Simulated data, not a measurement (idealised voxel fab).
voxel gate over fins: a process module
The cross-section on display is named cut; it measures 280 nm wide, and its cells are 5 nm squares.
Heads up, the way a cross-section reads in here is a grid of square cells, handed over as bands from the top down, with every band being one or more rows of cells.
Read a band's entry like this: the first values are the height of its top and the height of its bottom in nm, and what follows is the sequence of materials from left to right, each with its width in nm. Note that "blank" is empty space, and that a single material marked "everywhere" reaches across the band from edge to edge.
For the purposes of this specification, 0 denotes the height below which the wafer in its as-received condition is composed wholly of one material, and the lowermost band, lacking a lower limit, extends downward without end, as expressed in "0 down".
The two numbers in a width such as "30..40" mark its ends across the band: the first belongs to the top row of cells, the second to the bottom row, and from each row to the next the width moves by the same amount.
Where the words "remained the same" appear for a step, the cross-section shows no cell changed by that step; every cell remained as before.
In "Closed void entries" the enclosed voids are listed, meaning empty spaces of 8 cells or larger without any opening to the top. The form is width x height at distance, distance from the left edge, units nm.
It should be noted that, on the line of a given step, the content following the step's settings is a remark produced by the simulator itself with respect to that step.
Among the settings permitted on a step's line is "overlay nm"; applied to a step with a mask, it specifies the extent to which the mask lay to the right of its planned position, whereas a negative figure signifies a position to the left.
**List of planned process steps**
- 1: RECEIVE [material Si]
- 2: CONFORMAL_DEP [material SiN] [thk nm 10]
- 3: PATTERN [tone cover] [mask id FINS] [material resist] [width nm 15] [pitch nm 40] [thk nm 20] [overlay nm 0]
- 4: DIRECTIONAL_ETCH [etch materials SiN] [depth nm 10]
- 5: DIRECTIONAL_ETCH [etch materials Si] [depth nm 40]
- 6: STRIP [etch materials resist]
- 7: FILL_DEP [material SiO2] [thk nm 15]
- 8: CMP [height nm 10]
- 9: SELECTIVE_ETCH [etch materials SiO2] [depth nm 20]
- 10: STRIP [etch materials SiN]
- 11: CONFORMAL_DEP [material HfO2] [thk nm 5]
- 12: CONFORMAL_DEP [material TiN] [thk nm 5]
- 13: FILL_DEP [material W] [thk nm 10]
- 14: CMP [height nm 15]
- 15: CONFORMAL_DEP [material SiCN] [thk nm 5]
For clarity, it should be stated that the wafers under discussion commence in an identical condition and differ with respect to the thk nm of step 15, the plan indicating the value that the first wafer had.
**Incoming state of the first of several wafers in cross-section: after step 1**
	0 down  Si everywhere
	Closed void entries: none
**Below: a row per wafer. Contents at end of module: for every material, cells gained since receipt (+) or lost since receipt (-); then closed voids**
thk nm 5 | +64 HfO2 | -400 Si | +56 SiCN | +300 SiO2 | +64 TiN | +140 W | Closed void entries: none
thk nm 10 | +64 HfO2 | -400 Si | +112 SiCN | +300 SiO2 | +64 TiN | +140 W | Closed void entries: none
thk nm 15 | +64 HfO2 | -400 Si | +168 SiCN | +300 SiO2 | +64 TiN | +140 W | Closed void entries: none
thk nm 20 | +64 HfO2 | -400 Si | +224 SiCN | +300 SiO2 | +64 TiN | +140 W | Closed void entries: none
thk nm 25 | +64 HfO2 | -400 Si | +280 SiCN | +300 SiO2 | +64 TiN | +140 W | Closed void entries: none
